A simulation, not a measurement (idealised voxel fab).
The document below concerns the process module designated voxel transistor to metal.
Square cell edge 5 nm, section width 160 nm, ID cut.
How to read a cross-section here: the picture is a grid of square cells, written as bands going from the top down, and any band can span one or more rows of cells.
Top, bottom (nm), then materials left to right with widths (nm); lone material tagged "everywhere" fills the whole band edge to edge; "blank" = empty space.
Heights are expressed relative to 0, this being the level below which the as-received wafer comprises one material exclusively. The lowest band is unbounded in the downward direction and is denoted as in "z 0 and below".
The two numbers in a width such as "30..40" mark its ends across the band: the first belongs to the top row of cells, the second to the bottom row, and from each row to the next the width moves by the same amount.
"everything unchanged" (step): cross-section cells unchanged, all of them.
In "Voids, enclosed" the enclosed voids are listed, meaning empty spaces of 8 cells or larger without any opening to the top. The form is width x height at distance, distance from the left edge, units nm.
Where a step's line continues beyond its settings, the continuation is a remark by the simulator itself on that step.
overlay nm: where the mask lay relative to plan, measured to the right, on steps with a mask; negatives go left.
Quick note on how to read the rest: it's all pairs. You get the cross-section before a process step and the one after, but the after one only goes down as far as the lowest band that changed. The step in between, with its settings, sits under the pair. Heads up, the pairs can come from different runs of this module on the same starting wafer, so don't assume a pair picks up from the one above unless its "Pre-process" entry says it does.
Pre-process
- z 0 and below | Si everywhere
- Voids, enclosed: none
Post-Step Geometry
- z 5 to 0 | SiO2 everywhere
- Anything lower than 0 is untouched.
- Voids, enclosed: none
The transition between the preceding cross-sections is accomplished by op CONFORMAL_DEP | material SiO2 | thk nm 5
Pre-process: see the after view in the pair directly above.
Post-Step Geometry
- z 20 to 5 | SiN everywhere
- Anything lower than 5 is untouched.
- Voids, enclosed: none
The transition between the preceding cross-sections is accomplished by op CONFORMAL_DEP | material SiN | thk nm 15
Pre-process: see the after view in the pair directly above.
Post-Step Geometry
- z 35 to 20 | blank=30 / resist=95 / blank=35
- Anything lower than 20 is untouched.
- Voids, enclosed: none
The transition between the preceding cross-sections is accomplished by op PATTERN | tone cover | mask id ACTIVE | material resist | width nm 95 | thk nm 15 | overlay nm 0
Pre-process: see the after view in the pair directly above.
Post-Step Geometry
- z 35 to 20 | blank=30 / resist=95 / blank=35
- z 20 to 5 | blank=30 / SiN=95 / blank=35
- Anything lower than 5 is untouched.
- Voids, enclosed: none
The transition between the preceding cross-sections is accomplished by op DIRECTIONAL_ETCH | etch materials SiN | depth nm 15
Pre-process: see the after view in the pair directly above.
Post-Step Geometry
- z 35 to 20 | blank=30 / resist=95 / blank=35
- z 20 to 5 | blank=30 / SiN=95 / blank=35
- z 5 to 0 | blank=30 / SiO2=95 / blank=35
- Anything lower than 0 is untouched.
- Voids, enclosed: none
The transition between the preceding cross-sections is accomplished by op DIRECTIONAL_ETCH | etch materials SiO2 | depth nm 5
Pre-process: see the after view in the pair directly above.
Post-Step Geometry
- z 35 to 20 | blank=30 / resist=95 / blank=35
- z 20 to 5 | blank=30 / SiN=95 / blank=35
- z 5 to 0 | blank=30 / SiO2=95 / blank=35
- z 0 to -20 | blank=30 / Si=95 / blank=35
- Anything lower than -20 is untouched.
- Voids, enclosed: none
The transition between the preceding cross-sections is accomplished by op DIRECTIONAL_ETCH | etch materials Si | depth nm 20
Pre-process: see the after view in the pair directly above.
Post-Step Geometry
- z 20 to 5 | blank=30 / SiN=95 / blank=35
- Anything lower than 5 is untouched.
- Voids, enclosed: none
The transition between the preceding cross-sections is accomplished by op STRIP | etch materials resist
Pre-process: see the after view in the pair directly above.
Post-Step Geometry
- z 35 to 20 | SiO2 everywhere
- z 20 to 5 | SiO2=30 / SiN=95 / SiO2=35
- z 5 to 0 | SiO2 everywhere
- z 0 to -20 | SiO2=30 / Si=95 / SiO2=35
- Anything lower than -20 is untouched.
- Voids, enclosed: none
The transition between the preceding cross-sections is accomplished by op FILL_DEP | material SiO2 | thk nm 15
Pre-process: see the after view in the pair directly above.
Post-Step Geometry
- z 20 to 5 | SiO2=30 / SiN=95 / SiO2=35
- Anything lower than 5 is untouched.
- Voids, enclosed: none
The transition between the preceding cross-sections is accomplished by op CMP | height nm 20
Pre-process: see the after view in the pair directly above.
Post-Step Geometry
- z 20 to 10 | blank=30 / SiN=95 / blank=35
- Anything lower than 10 is untouched.
- Voids, enclosed: none
The transition between the preceding cross-sections is accomplished by op SELECTIVE_ETCH | etch materials SiO2 | depth nm 10
Pre-process: see the after view in the pair directly above.
Post-Step Geometry
- z 10 to 5 | SiO2=30 / blank=95 / SiO2=35
- Anything lower than 5 is untouched.
- Voids, enclosed: none
The transition between the preceding cross-sections is accomplished by op STRIP | etch materials SiN
Pre-process: see the after view in the pair directly above.
Post-Step Geometry
- z 5 to 0 | SiO2=25 / blank=105 / SiO2=30
- Anything lower than 0 is untouched.
- Voids, enclosed: none
The transition between the preceding cross-sections is accomplished by op SELECTIVE_ETCH | etch materials SiO2 | depth nm 5
Pre-process: see the after view in the pair directly above.
Post-Step Geometry
- z 5 to 0 | SiO2=25 / blank=105 / SiO2=30
- z 0 to -5 | SiO2 everywhere
- Anything lower than -5 is untouched.
- Voids, enclosed: none
The transition between the preceding cross-sections is accomplished by op OXIDIZE | depth nm 5
Pre-process: see the after view in the pair directly above.
Post-Step Geometry
- z 30 to 25 | polySi=25 / blank=105 / polySi=30
- z 25 to 5 | polySi everywhere
- z 5 to 0 | SiO2=25 / polySi=105 / SiO2=30
- Anything lower than 0 is untouched.
- Voids, enclosed: none
The transition between the preceding cross-sections is accomplished by op DIRECTIONAL_DEP | material polySi | thk nm 25
Pre-process: see the after view in the pair directly above.
Post-Step Geometry
- z 45 to 40 | SiCN=25 / blank=105 / SiCN=30
- z 40 to 30 | SiCN everywhere
- z 30 to 25 | polySi=25 / SiCN=105 / polySi=30
- Anything lower than 25 is untouched.
- Voids, enclosed: none
The transition between the preceding cross-sections is accomplished by op DIRECTIONAL_DEP | material SiCN | thk nm 15
Pre-process: see the after view in the pair directly above.
Post-Step Geometry
- z 60 to 45 | blank=65 / resist=25 / blank=70
- z 45 to 40 | SiCN=25 / blank=40 / resist=25 / blank=40 / SiCN=30
- Anything lower than 40 is untouched.
- Voids, enclosed: none
The transition between the preceding cross-sections is accomplished by op PATTERN | tone cover | mask id GATE | material resist | width nm 25 | thk nm 15 | overlay nm 0
Pre-process: see the after view in the pair directly above.
Post-Step Geometry
- z 60 to 40 | blank=65 / resist=25 / blank=70
- z 40 to 30 | blank=65 / SiCN=25 / blank=70
- z 30 to 25 | polySi=25 / blank=40 / SiCN=25 / blank=40 / polySi=30
- Anything lower than 25 is untouched.
- Voids, enclosed: none
The transition between the preceding cross-sections is accomplished by op DIRECTIONAL_ETCH | etch materials SiCN | depth nm 25
Pre-process: see the after view in the pair directly above.
Post-Step Geometry
- z 60 to 40 | blank=65 / resist=25 / blank=70
- z 40 to 25 | blank=65 / SiCN=25 / blank=70
- z 25 to 5 | blank=65 / polySi=25 / blank=70
- z 5 to 0 | SiO2=25 / blank=40 / polySi=25 / blank=40 / SiO2=30
- Anything lower than 0 is untouched.
- Voids, enclosed: none
The transition between the preceding cross-sections is accomplished by op DIRECTIONAL_ETCH | etch materials polySi | depth nm 35
Pre-process: see the after view in the pair directly above.
Post-Step Geometry
- z 40 to 25 | blank=65 / SiCN=25 / blank=70
- Anything lower than 25 is untouched.
- Voids, enclosed: none
The transition between the preceding cross-sections is accomplished by op STRIP | etch materials resist
Pre-process: see the after view in the pair directly above.
Post-Step Geometry
- z 45 to 40 | blank=60 / SiO2=35 / blank=65
- z 40 to 25 | blank=60 / SiO2=5 / SiCN=25 / SiO2=5 / blank=65
- z 25 to 10 | blank=60 / SiO2=5 / polySi=25 / SiO2=5 / blank=65
- z 10 to 5 | SiO2=30 / blank=30 / SiO2=5 / polySi=25 / SiO2=5 / blank=30 / SiO2=35
- z 5 to 0 | SiO2=65 / polySi=25 / SiO2=70
- Anything lower than 0 is untouched.
- Voids, enclosed: none
The transition between the preceding cross-sections is accomplished by op CONFORMAL_DEP | material SiO2 | thk nm 5
Pre-process: see the after view in the pair directly above.
Post-Step Geometry
- z 40 to 25 | blank=60 / SiO2=5 / SiCN=25 / SiO2=5 / blank=65
- z 25 to 5 | blank=60 / SiO2=5 / polySi=25 / SiO2=5 / blank=65
- z 5 to 0 | SiO2=30 / blank=30 / SiO2=5 / polySi=25 / SiO2=5 / blank=30 / SiO2=35
- Anything lower than 0 is untouched.
- Voids, enclosed: none
The transition between the preceding cross-sections is accomplished by op DIRECTIONAL_ETCH | etch materials SiO2 | depth nm 5
Pre-process: see the after view in the pair directly above.
Post-Step Geometry
- z 45 to 40 | blank=55 / SiN=45 / blank=60
- z 40 to 25 | blank=55 / SiN=5 / SiO2=5 / SiCN=25 / SiO2=5 / SiN=5 / blank=60
- z 25 to 10 | blank=55 / SiN=5 / SiO2=5 / polySi=25 / SiO2=5 / SiN=5 / blank=60
- z 10 to 5 | SiN=35 / blank=20 / SiN=5 / SiO2=5 / polySi=25 / SiO2=5 / SiN=5 / blank=20 / SiN=40
- z 5 to 0 | SiO2=30 / SiN=30 / SiO2=5 / polySi=25 / SiO2=5 / SiN=30 / SiO2=35
- Anything lower than 0 is untouched.
- Voids, enclosed: none
The transition between the preceding cross-sections is accomplished by op CONFORMAL_DEP | material SiN | thk nm 5
Pre-process: see the after view in the pair directly above.
Post-Step Geometry
- z 40 to 25 | blank=55 / SiN=5 / SiO2=5 / SiCN=25 / SiO2=5 / SiN=5 / blank=60
- z 25 to 5 | blank=55 / SiN=5 / SiO2=5 / polySi=25 / SiO2=5 / SiN=5 / blank=60
- z 5 to 0 | SiO2=30 / SiN=5 / blank=20 / SiN=5 / SiO2=5 / polySi=25 / SiO2=5 / SiN=5 / blank=20 / SiN=5 / SiO2=35
- Anything lower than 0 is untouched.
- Voids, enclosed: none
The transition between the preceding cross-sections is accomplished by op DIRECTIONAL_ETCH | etch materials SiN | depth nm 5
Pre-process: see the after view in the pair directly above.
Post-Step Geometry
- z 40 to 35 | blank=55 / SiN=5 / blank=5 / SiCN=25 / blank=5 / SiN=5 / blank=60
- z 35 to 25 | blank=55 / SiN=5 / SiO2=5 / SiCN=25 / SiO2=5 / SiN=5 / blank=60
- z 25 to 5 | blank=55 / SiN=5 / SiO2=5 / polySi=25 / SiO2=5 / SiN=5 / blank=60
- z 5 to 0 | blank=30 / SiN=5 / blank=20 / SiN=5 / SiO2=5 / polySi=25 / SiO2=5 / SiN=5 / blank=20 / SiN=5 / blank=35
- z 0 to -5 | SiO2=35 / blank=20 / SiO2=45 / blank=20 / SiO2=40
- Anything lower than -5 is untouched.
- Voids, enclosed: none
The transition between the preceding cross-sections is accomplished by op DIRECTIONAL_ETCH | etch materials SiO2 | depth nm 5
Pre-process: see the after view in the pair directly above.
Post-Step Geometry
- z 40 to 35 | blank=55 / SiN=5 / blank=5 / SiCN=25 / blank=5 / SiN=5 / blank=60
- z 35 to 25 | blank=55 / SiN=5 / SiO2=5 / SiCN=25 / SiO2=5 / SiN=5 / blank=60
- z 25 to 5 | blank=55 / SiN=5 / SiO2=5 / polySi=25 / SiO2=5 / SiN=5 / blank=60
- z 5 to 0 | blank=30 / SiN=5 / blank=20 / SiN=5 / SiO2=5 / polySi=25 / SiO2=5 / SiN=5 / blank=20 / SiN=5 / blank=35
- z 0 to -5 | SiO2=35 / blank=20 / SiO2=45 / blank=20 / SiO2=40
- z -5 to -20 | SiO2=30 / Si=5 / blank=20 / Si=45 / blank=20 / Si=5 / SiO2=35
- Anything lower than -20 is untouched.
- Voids, enclosed: none
The transition between the preceding cross-sections is accomplished by op DIRECTIONAL_ETCH | etch materials Si | depth nm 15
Pre-process: see the after view in the pair directly above.
Post-Step Geometry
- z 40 to 35 | blank=55 / SiN=5 / blank=5 / SiCN=25 / blank=5 / SiN=5 / blank=60
- z 35 to 25 | blank=55 / SiN=5 / SiO2=5 / SiCN=25 / SiO2=5 / SiN=5 / blank=60
- z 25 to 10 | blank=55 / SiN=5 / SiO2=5 / polySi=25 / SiO2=5 / SiN=5 / blank=60
- z 10 to 5 | blank=30 / SiGe=25 / SiN=5 / SiO2=5 / polySi=25 / SiO2=5 / SiN=5 / SiGe=25 / blank=35
- z 5 to 0 | blank=30 / SiN=5 / SiGe=20 / SiN=5 / SiO2=5 / polySi=25 / SiO2=5 / SiN=5 / SiGe=20 / SiN=5 / blank=35
- z 0 to -5 | SiO2=35 / SiGe=20 / SiO2=45 / SiGe=20 / SiO2=40
- z -5 to -20 | SiO2=30 / Si=5 / SiGe=20 / Si=45 / SiGe=20 / Si=5 / SiO2=35
- Anything lower than -20 is untouched.
- Voids, enclosed: none
The transition between the preceding cross-sections is accomplished by op EPI | material SiGe | thk nm 15
Pre-process: see the after view in the pair directly above.
Post-Step Geometry
- z 45 to 40 | SiO2 everywhere
- z 40 to 25 | SiO2=55 / SiN=5 / SiO2=5 / SiCN=25 / SiO2=5 / SiN=5 / SiO2=60
- z 25 to 10 | SiO2=55 / SiN=5 / SiO2=5 / polySi=25 / SiO2=5 / SiN=5 / SiO2=60
- z 10 to 5 | SiO2=30 / SiGe=25 / SiN=5 / SiO2=5 / polySi=25 / SiO2=5 / SiN=5 / SiGe=25 / SiO2=35
- z 5 to 0 | SiO2=30 / SiN=5 / SiGe=20 / SiN=5 / SiO2=5 / polySi=25 / SiO2=5 / SiN=5 / SiGe=20 / SiN=5 / SiO2=35
- Anything lower than 0 is untouched.
- Voids, enclosed: none
The transition between the preceding cross-sections is accomplished by op FILL_DEP | material SiO2 | thk nm 5
Pre-process: see the after view in the pair directly above.
Post-Step Geometry
- z 25 to 10 | SiO2=55 / SiN=5 / SiO2=5 / polySi=25 / SiO2=5 / SiN=5 / SiO2=60
- Anything lower than 10 is untouched.
- Voids, enclosed: none
The transition between the preceding cross-sections is accomplished by op CMP | height nm 25
Pre-process: see the after view in the pair directly above.
Post-Step Geometry
- z 25 to 10 | SiO2=55 / SiN=5 / SiO2=5 / blank=25 / SiO2=5 / SiN=5 / SiO2=60
- z 10 to 5 | SiO2=30 / SiGe=25 / SiN=5 / SiO2=5 / blank=25 / SiO2=5 / SiN=5 / SiGe=25 / SiO2=35
- z 5 to 0 | SiO2=30 / SiN=5 / SiGe=20 / SiN=5 / SiO2=5 / blank=25 / SiO2=5 / SiN=5 / SiGe=20 / SiN=5 / SiO2=35
- Anything lower than 0 is untouched.
- Voids, enclosed: none
The transition between the preceding cross-sections is accomplished by op STRIP | etch materials polySi
Pre-process: see the after view in the pair directly above.
Post-Step Geometry
- z 25 to 20 | blank=55 / SiN=5 / blank=35 / SiN=5 / blank=60
- z 20 to 10 | SiO2=55 / SiN=5 / blank=35 / SiN=5 / SiO2=60
- z 10 to 5 | SiO2=30 / SiGe=25 / SiN=5 / blank=35 / SiN=5 / SiGe=25 / SiO2=35
- z 5 to 0 | SiO2=30 / SiN=5 / SiGe=20 / SiN=5 / blank=35 / SiN=5 / SiGe=20 / SiN=5 / SiO2=35
- z 0 to -5 | SiO2=35 / SiGe=20 / SiO2=5 / blank=35 / SiO2=5 / SiGe=20 / SiO2=40
- Anything lower than -5 is untouched.
- Voids, enclosed: none
The transition between the preceding cross-sections is accomplished by op SELECTIVE_ETCH | etch materials SiO2 | depth nm 5
Pre-process: see the after view in the pair directly above.
Post-Step Geometry
- z 30 to 25 | blank=50 / HfO2=15 / blank=25 / HfO2=15 / blank=55
- z 25 to 20 | HfO2=55 / SiN=5 / HfO2=5 / blank=25 / HfO2=5 / SiN=5 / HfO2=60
- z 20 to 10 | SiO2=55 / SiN=5 / HfO2=5 / blank=25 / HfO2=5 / SiN=5 / SiO2=60
- z 10 to 5 | SiO2=30 / SiGe=25 / SiN=5 / HfO2=5 / blank=25 / HfO2=5 / SiN=5 / SiGe=25 / SiO2=35
- z 5 to 0 | SiO2=30 / SiN=5 / SiGe=20 / SiN=5 / HfO2=5 / blank=25 / HfO2=5 / SiN=5 / SiGe=20 / SiN=5 / SiO2=35
- z 0 to -5 | SiO2=35 / SiGe=20 / SiO2=5 / HfO2=35 / SiO2=5 / SiGe=20 / SiO2=40
- Anything lower than -5 is untouched.
- Voids, enclosed: none
The transition between the preceding cross-sections is accomplished by op CONFORMAL_DEP | material HfO2 | thk nm 5
Pre-process: see the after view in the pair directly above.
Post-Step Geometry
- z 35 to 30 | blank=45 / TiN=25 / blank=15 / TiN=25 / blank=50
- z 30 to 25 | TiN=50 / HfO2=15 / TiN=5 / blank=15 / TiN=5 / HfO2=15 / TiN=55
- z 25 to 20 | HfO2=55 / SiN=5 / HfO2=5 / TiN=5 / blank=15 / TiN=5 / HfO2=5 / SiN=5 / HfO2=60
- z 20 to 10 | SiO2=55 / SiN=5 / HfO2=5 / TiN=5 / blank=15 / TiN=5 / HfO2=5 / SiN=5 / SiO2=60
- z 10 to 5 | SiO2=30 / SiGe=25 / SiN=5 / HfO2=5 / TiN=5 / blank=15 / TiN=5 / HfO2=5 / SiN=5 / SiGe=25 / SiO2=35
- z 5 to 0 | SiO2=30 / SiN=5 / SiGe=20 / SiN=5 / HfO2=5 / TiN=25 / HfO2=5 / SiN=5 / SiGe=20 / SiN=5 / SiO2=35
- Anything lower than 0 is untouched.
- Voids, enclosed: none
The transition between the preceding cross-sections is accomplished by op CONFORMAL_DEP | material TiN | thk nm 5
Pre-process: see the after view in the pair directly above.
Post-Step Geometry
- z 40 to 35 | W everywhere
- z 35 to 30 | W=45 / TiN=25 / W=15 / TiN=25 / W=50
- z 30 to 25 | TiN=50 / HfO2=15 / TiN=5 / W=15 / TiN=5 / HfO2=15 / TiN=55
- z 25 to 20 | HfO2=55 / SiN=5 / HfO2=5 / TiN=5 / W=15 / TiN=5 / HfO2=5 / SiN=5 / HfO2=60
- z 20 to 10 | SiO2=55 / SiN=5 / HfO2=5 / TiN=5 / W=15 / TiN=5 / HfO2=5 / SiN=5 / SiO2=60
- z 10 to 5 | SiO2=30 / SiGe=25 / SiN=5 / HfO2=5 / TiN=5 / W=15 / TiN=5 / HfO2=5 / SiN=5 / SiGe=25 / SiO2=35
- Anything lower than 5 is untouched.
- Voids, enclosed: none
The transition between the preceding cross-sections is accomplished by op FILL_DEP | material W | thk nm 5
Pre-process: see the after view in the pair directly above.
Post-Step Geometry
- z 20 to 10 | SiO2=55 / SiN=5 / HfO2=5 / TiN=5 / W=15 / TiN=5 / HfO2=5 / SiN=5 / SiO2=60
- Anything lower than 10 is untouched.
- Voids, enclosed: none
The transition between the preceding cross-sections is accomplished by op CMP | height nm 20
Pre-process: see the after view in the pair directly above.
Post-Step Geometry
- z 35 to 20 | SiO2 everywhere
- Anything lower than 20 is untouched.
- Voids, enclosed: none
The transition between the preceding cross-sections is accomplished by op DIRECTIONAL_DEP | material SiO2 | thk nm 15
Pre-process: see the after view in the pair directly above.
Post-Step Geometry
- z 55 to 35 | resist=35 / blank=15 / resist=55 / blank=15 / resist=40
- Anything lower than 35 is untouched.
- Voids, enclosed: none
The transition between the preceding cross-sections is accomplished by op PATTERN | tone open | mask id CONTACT | material resist | width nm 15 | pitch nm 70 | thk nm 20 | overlay nm 0
Pre-process: see the after view in the pair directly above.
Post-Step Geometry
- z 55 to 35 | resist=35 / blank=15 / resist=55 / blank=15 / resist=40
- z 35 to 20 | SiO2=35 / blank=15 / SiO2=55 / blank=15 / SiO2=40
- z 20 to 10 | SiO2=35 / blank=15 / SiO2=5 / SiN=5 / HfO2=5 / TiN=5 / W=15 / TiN=5 / HfO2=5 / SiN=5 / SiO2=5 / blank=15 / SiO2=40
- Anything lower than 10 is untouched.
- Voids, enclosed: none
The transition between the preceding cross-sections is accomplished by op DIRECTIONAL_ETCH | etch materials SiO2 | depth nm 25
Pre-process: see the after view in the pair directly above.
Post-Step Geometry
- z 35 to 20 | SiO2=35 / blank=15 / SiO2=55 / blank=15 / SiO2=40
- Anything lower than 20 is untouched.
- Voids, enclosed: none
The transition between the preceding cross-sections is accomplished by op STRIP | etch materials resist
Pre-process: see the after view in the pair directly above.
Post-Step Geometry
- z 40 to 35 | TiN=40 / blank=5 / TiN=65 / blank=5 / TiN=45
- z 35 to 20 | SiO2=35 / TiN=5 / blank=5 / TiN=5 / SiO2=55 / TiN=5 / blank=5 / TiN=5 / SiO2=40
- z 20 to 15 | SiO2=35 / TiN=5 / blank=5 / TiN=5 / SiO2=5 / SiN=5 / HfO2=5 / TiN=5 / W=15 / TiN=5 / HfO2=5 / SiN=5 / SiO2=5 / TiN=5 / blank=5 / TiN=5 / SiO2=40
- z 15 to 10 | SiO2=35 / TiN=15 / SiO2=5 / SiN=5 / HfO2=5 / TiN=5 / W=15 / TiN=5 / HfO2=5 / SiN=5 / SiO2=5 / TiN=15 / SiO2=40
- Anything lower than 10 is untouched.
- Voids, enclosed: none
The transition between the preceding cross-sections is accomplished by op CONFORMAL_DEP | material TiN | thk nm 5
Pre-process: see the after view in the pair directly above.
Post-Step Geometry
- z 50 to 40 | Ru everywhere
- z 40 to 35 | TiN=40 / Ru=5 / TiN=65 / Ru=5 / TiN=45
- z 35 to 20 | SiO2=35 / TiN=5 / Ru=5 / TiN=5 / SiO2=55 / TiN=5 / Ru=5 / TiN=5 / SiO2=40
- z 20 to 15 | SiO2=35 / TiN=5 / Ru=5 / TiN=5 / SiO2=5 / SiN=5 / HfO2=5 / TiN=5 / W=15 / TiN=5 / HfO2=5 / SiN=5 / SiO2=5 / TiN=5 / Ru=5 / TiN=5 / SiO2=40
- Anything lower than 15 is untouched.
- Voids, enclosed: none
The transition between the preceding cross-sections is accomplished by op FILL_DEP | material Ru | thk nm 10
Pre-process: see the after view in the pair directly above.
Post-Step Geometry
- z 35 to 20 | SiO2=35 / TiN=5 / Ru=5 / TiN=5 / SiO2=55 / TiN=5 / Ru=5 / TiN=5 / SiO2=40
- Anything lower than 20 is untouched.
- Voids, enclosed: none
The transition between the preceding cross-sections is accomplished by op CMP | height nm 35
Pre-process: see the after view in the pair directly above.
Post-Step Geometry
- z 40 to 35 | TiN everywhere
- Anything lower than 35 is untouched.
- Voids, enclosed: none
The transition between the preceding cross-sections is accomplished by op DIRECTIONAL_DEP | material TiN | thk nm 5
Pre-process: see the after view in the pair directly above.
Post-Step Geometry
- z 65 to 40 | W everywhere
- Anything lower than 40 is untouched.
- Voids, enclosed: none
The transition between the preceding cross-sections is accomplished by op DIRECTIONAL_DEP | material W | thk nm 25
Pre-process: see the after view in the pair directly above.
Post-Step Geometry
- z 85 to 65 | blank=35 / resist=15 / blank=55 / resist=15 / blank=40
- Anything lower than 65 is untouched.
- Voids, enclosed: none
The transition between the preceding cross-sections is accomplished by op PATTERN | tone cover | mask id METAL_1 | material resist | width nm 15 | pitch nm 70 | thk nm 20 | overlay nm 0
Pre-process: see the after view in the pair directly above.
Post-Step Geometry
- z 85 to 65 | blank=35 / resist=15 / blank=55 / resist=15 / blank=40
- z 65 to 40 | blank=35 / W=15 / blank=55 / W=15 / blank=40
- Anything lower than 40 is untouched.
- Voids, enclosed: none
The transition between the preceding cross-sections is accomplished by op DIRECTIONAL_ETCH | etch materials W | depth nm 25
Pre-process: see the after view in the pair directly above.
Post-Step Geometry
- z 85 to 65 | blank=35 / resist=15 / blank=55 / resist=15 / blank=40
- z 65 to 40 | blank=35 / W=15 / blank=55 / W=15 / blank=40
- z 40 to 35 | blank=35 / TiN=15 / blank=55 / TiN=15 / blank=40
- Anything lower than 35 is untouched.
- Voids, enclosed: none
The transition between the preceding cross-sections is accomplished by op DIRECTIONAL_ETCH | etch materials TiN | depth nm 5
Pre-process: see the after view in the pair directly above.
Post-Step Geometry
- z 65 to 40 | blank=35 / W=15 / blank=55 / W=15 / blank=40
- Anything lower than 40 is untouched.
- Voids, enclosed: none
The transition between the preceding cross-sections is accomplished by op STRIP | etch materials resist
Pre-process: see the after view in the pair directly above.
Post-Step Geometry
- z 70 to 65 | SiO2 everywhere
- z 65 to 40 | SiO2=35 / W=15 / SiO2=55 / W=15 / SiO2=40
- z 40 to 35 | SiO2=35 / TiN=15 / SiO2=55 / TiN=15 / SiO2=40
- Anything lower than 35 is untouched.
- Voids, enclosed: none
The transition between the preceding cross-sections is accomplished by op FILL_DEP | material SiO2 | thk nm 5
Pre-process: see the after view in the pair directly above.
Post-Step Geometry
- z 65 to 40 | SiO2=35 / W=15 / SiO2=55 / W=15 / SiO2=40
- Anything lower than 40 is untouched.
- Voids, enclosed: none
The transition between the preceding cross-sections is accomplished by op CMP | height nm 65
Pre-process: see the after view in the pair directly above.
Post-Step Geometry
- z 70 to 65 | SiCN everywhere
- Anything lower than 65 is untouched.
- Voids, enclosed: none
The transition between the preceding cross-sections is accomplished by op CONFORMAL_DEP | material SiCN | thk nm 5
Pre-process: see the after view in the pair directly above.
Post-Step Geometry
- z 100 to 70 | SiO2 everywhere
- Anything lower than 70 is untouched.
- Voids, enclosed: none
The transition between the preceding cross-sections is accomplished by op DIRECTIONAL_DEP | material SiO2 | thk nm 30
Pre-process: see the after view in the pair directly above.
Post-Step Geometry
- z 120 to 100 | resist=35 / blank=15 / resist=55 / blank=15 / resist=40
- Anything lower than 100 is untouched.
- Voids, enclosed: none
The transition between the preceding cross-sections is accomplished by op PATTERN | tone open | mask id METAL_2 | material resist | width nm 15 | pitch nm 70 | thk nm 20 | overlay nm 0
Pre-process: see the after view in the pair directly above.
Post-Step Geometry
- z 120 to 100 | resist=35 / blank=15 / resist=55 / blank=15 / resist=40
- z 100 to 80 | SiO2=35 / blank=15 / SiO2=55 / blank=15 / SiO2=40
- Anything lower than 80 is untouched.
- Voids, enclosed: none
The transition between the preceding cross-sections is accomplished by op DIRECTIONAL_ETCH | etch materials SiO2 | depth nm 20
Pre-process: see the after view in the pair directly above.
Post-Step Geometry
- z 100 to 80 | SiO2=35 / blank=15 / SiO2=55 / blank=15 / SiO2=40
- Anything lower than 80 is untouched.
- Voids, enclosed: none
The transition between the preceding cross-sections is accomplished by op STRIP | etch materials resist
Pre-process: see the after view in the pair directly above.
Post-Step Geometry
- z 100 to 70 | SiO2=35 / blank=15 / SiO2=55 / blank=15 / SiO2=40
- Anything lower than 70 is untouched.
- Voids, enclosed: none
The transition between the preceding cross-sections is accomplished by op MASKED_ETCH | tone open | mask id METAL_2_HOLES | width nm 15 | pitch nm 70 | etch materials SiO2 | depth nm 10 | overlay nm 0
Pre-process: see the after view in the pair directly above.
Post-Step Geometry
- z 100 to 70 | SiO2=35 / blank=15 / SiO2=55 / blank=15 / SiO2=40
- z 70 to 65 | SiCN=35 / blank=15 / SiCN=55 / blank=15 / SiCN=40
- Anything lower than 65 is untouched.
- Voids, enclosed: none
The transition between the preceding cross-sections is accomplished by op MASKED_ETCH | tone open | mask id METAL_2_HOLES | width nm 15 | pitch nm 70 | etch materials SiCN | depth nm 5 | overlay nm 0
Pre-process: see the after view in the pair directly above.
Post-Step Geometry
- z 105 to 100 | TiN=40 / blank=5 / TiN=65 / blank=5 / TiN=45
- z 100 to 70 | SiO2=35 / TiN=5 / blank=5 / TiN=5 / SiO2=55 / TiN=5 / blank=5 / TiN=5 / SiO2=40
- z 70 to 65 | SiCN=35 / TiN=15 / SiCN=55 / TiN=15 / SiCN=40
- Anything lower than 65 is untouched.
- Voids, enclosed: none
The transition between the preceding cross-sections is accomplished by op CONFORMAL_DEP | material TiN | thk nm 5
Pre-process: see the after view in the pair directly above.
Post-Step Geometry
- z 110 to 105 | Ru everywhere
- z 105 to 100 | TiN=40 / Ru=5 / TiN=65 / Ru=5 / TiN=45
- z 100 to 70 | SiO2=35 / TiN=5 / Ru=5 / TiN=5 / SiO2=55 / TiN=5 / Ru=5 / TiN=5 / SiO2=40
- Anything lower than 70 is untouched.
- Voids, enclosed: none
The transition between the preceding cross-sections is accomplished by op FILL_DEP | material Ru | thk nm 5
Pre-process: see the after view in the pair directly above.
Post-Step Geometry
- z 100 to 70 | SiO2=35 / TiN=5 / Ru=5 / TiN=5 / SiO2=55 / TiN=5 / Ru=5 / TiN=5 / SiO2=40
- Anything lower than 70 is untouched.
- Voids, enclosed: none
The transition between the preceding cross-sections is accomplished by op CMP | height nm 100
Pre-process: see the after view in the pair directly above.
Post-Step Geometry
- z 105 to 100 | SiCN everywhere
- Anything lower than 100 is untouched.
- Voids, enclosed: none
The transition between the preceding cross-sections is accomplished by op CONFORMAL_DEP | material SiCN | thk nm 5
Pre-process
- z 40 to 25 | blank=65 / SiCN=25 / blank=70
- z 25 to 5 | blank=65 / polySi=25 / blank=70
- z 5 to 0 | SiO2=25 / blank=40 / polySi=25 / blank=40 / SiO2=30
- z 0 to -5 | SiO2 everywhere
- z -5 to -20 | SiO2=30 / Si=95 / SiO2=35
- z -20 and below | Si everywhere
- Voids, enclosed: none
Post-Step Geometry
- z 40 to 25 | blank=65 / SiCN=25 / blank=70
- z 25 to 0 | blank=65 / polySi=25 / blank=70
- z 0 to -5 | SiO2=25 / blank=40 / SiO2=25 / blank=40 / SiO2=30
- Anything lower than -5 is untouched.
- Voids, enclosed: none
The transition between the preceding cross-sections is accomplished by op DIRECTIONAL_ETCH | etch materials SiO2 | depth nm 5
Pre-process: see the after view in the pair directly above.
Post-Step Geometry
- z 45 to 40 | blank=60 / SiN=35 / blank=65
- z 40 to 25 | blank=60 / SiN=5 / SiCN=25 / SiN=5 / blank=65
- z 25 to 5 | blank=60 / SiN=5 / polySi=25 / SiN=5 / blank=65
- z 5 to 0 | SiN=30 / blank=30 / SiN=5 / polySi=25 / SiN=5 / blank=30 / SiN=35
- z 0 to -5 | SiO2=25 / SiN=40 / SiO2=25 / SiN=40 / SiO2=30
- Anything lower than -5 is untouched.
- Voids, enclosed: none
The transition between the preceding cross-sections is accomplished by op CONFORMAL_DEP | material SiN | thk nm 5
Pre-process: see the after view in the pair directly above.
Post-Step Geometry
- z 40 to 25 | blank=60 / SiN=5 / SiCN=25 / SiN=5 / blank=65
- z 25 to 0 | blank=60 / SiN=5 / polySi=25 / SiN=5 / blank=65
- z 0 to -5 | SiO2=25 / SiN=5 / blank=30 / SiN=5 / SiO2=25 / SiN=5 / blank=30 / SiN=5 / SiO2=30
- Anything lower than -5 is untouched.
- Voids, enclosed: none
The transition between the preceding cross-sections is accomplished by op DIRECTIONAL_ETCH | etch materials SiN | depth nm 5
